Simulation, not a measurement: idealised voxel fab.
process module | voxel capacitor over wiring
cross-section cut | 160 nm wide | cells 5 nm
A cross-section is a grid of square cells, given in bands from the top down. A band is one or more rows of cells.
Each band's line starts with the height of the band's top and of its bottom, in nm. Then come its materials from left to right, each with its width in nm. One material with "throughout" fills the band from edge to edge. "air" is empty space.
Height 0 is the level under which the wafer as received is all one material. The lowest band goes on downwards, as in "0 down".
A width such as "30 to 40" changes by the same amount from each row of cells to the next, from the band's top row to its bottom row.
"no change" after a step means that no cell of the cross-section changed.
closed voids: empty space of 8 cells or more with no open way to the top, each as width x height at its distance from the left edge, in nm
after a step's settings: what the simulator itself notes on the step
overlay nm, on a step with a mask: how far to the right of its planned place the mask lay; to the left if negative
plan
1 op RECEIVE | material Si
2 op CONFORMAL_DEP | material SiO2 | thk nm 15
3 op DIRECTIONAL_DEP | material TiN | thk nm 5
4 op DIRECTIONAL_DEP | material W | thk nm 20
5 op DIRECTIONAL_DEP | material aC | thk nm 15
6 op PATTERN | tone cover | mask id METAL_1 | material resist | width nm 30 | pitch nm 95 | thk nm 30 | overlay nm 0
7 op DIRECTIONAL_ETCH | etch materials aC | depth nm 15
8 op STRIP | etch materials resist
9 op DIRECTIONAL_ETCH | etch materials W | depth nm 20
10 op DIRECTIONAL_ETCH | etch materials TiN | depth nm 5
11 op STRIP | etch materials aC
12 op FILL_DEP | material lowk | thk nm 10
13 op CMP | height nm 40
14 op CONFORMAL_DEP | material SiCN | thk nm 5
15 op DIRECTIONAL_DEP | material SiO2 | thk nm 20
16 op PATTERN | tone open | mask id PLUG_1 | material resist | width nm 15 | thk nm 15 | overlay nm 0
17 op DIRECTIONAL_ETCH | etch materials SiO2 | depth nm 20
18 op DIRECTIONAL_ETCH | etch materials SiCN | depth nm 5
19 op STRIP | etch materials resist
20 op CONFORMAL_DEP | material TiN | thk nm 5
21 op FILL_DEP | material Cu | thk nm 10
22 op CMP | height nm 65
23 op DIRECTIONAL_DEP | material TiN | thk nm 10
24 op DIRECTIONAL_DEP | material SiN | thk nm 5
25 op DIRECTIONAL_DEP | material TiN | thk nm 5
26 op PATTERN | tone cover | mask id UPPER_PLATE | material resist | width nm 70 | thk nm 15 | overlay nm 0
27 op DIRECTIONAL_ETCH | etch materials TiN | depth nm 5
28 op DIRECTIONAL_ETCH | etch materials SiN | depth nm 5
29 op STRIP | etch materials resist
30 op PATTERN | tone cover | mask id LOWER_PLATE | material resist | width nm 80 | thk nm 15 | overlay nm 0
31 op DIRECTIONAL_ETCH | etch materials TiN | depth nm 10
32 op STRIP | etch materials resist
33 op FILL_DEP | material SiO2 | thk nm 20
34 op CMP | height nm 100
35 op MASKED_ETCH | tone open | mask id PLUG_2 | width nm 15 | etch materials SiO2 | depth nm 15 | overlay nm 0
36 op CONFORMAL_DEP | material TiN | thk nm 5
37 op FILL_DEP | material Ru | thk nm 10
38 op CMP | height nm 100
39 op CONFORMAL_DEP | material SiCN | thk nm 5
as received, after step 1
  0 down: Si throughout
  closed voids: none
a wafer at the end: this start, this plan, one mistake
  105 to 100: SiCN throughout
  100 to 90: SiO2 40 | TiN 5 | Ru 5 | TiN 5 | SiO2 105
  90 to 80: SiO2 40 to 30 | TiN 15 to 70 | SiO2 105 to 60
  80 to 75: SiO2 30 | SiN 70 | SiO2 60
  75 to 65: SiO2 25 | TiN 80 | SiO2 55
  65 to 45: SiO2 30 | TiN 5 | Cu 5 | TiN 5 | SiO2 115
  45 to 40: SiCN 30 | TiN 15 | SiCN 115
  40 to 25: lowk 15 | W 30 | lowk 65 | W 30 | lowk 20
  25 to 20: lowk 15 | TiN 30 | lowk 65 | TiN 30 | lowk 20
  20 to 0: SiO2 throughout
  0 down: Si throughout
  closed voids: none
what went wrong: step 2 ran as: op CONFORMAL_DEP | material SiO2 | thk nm 20
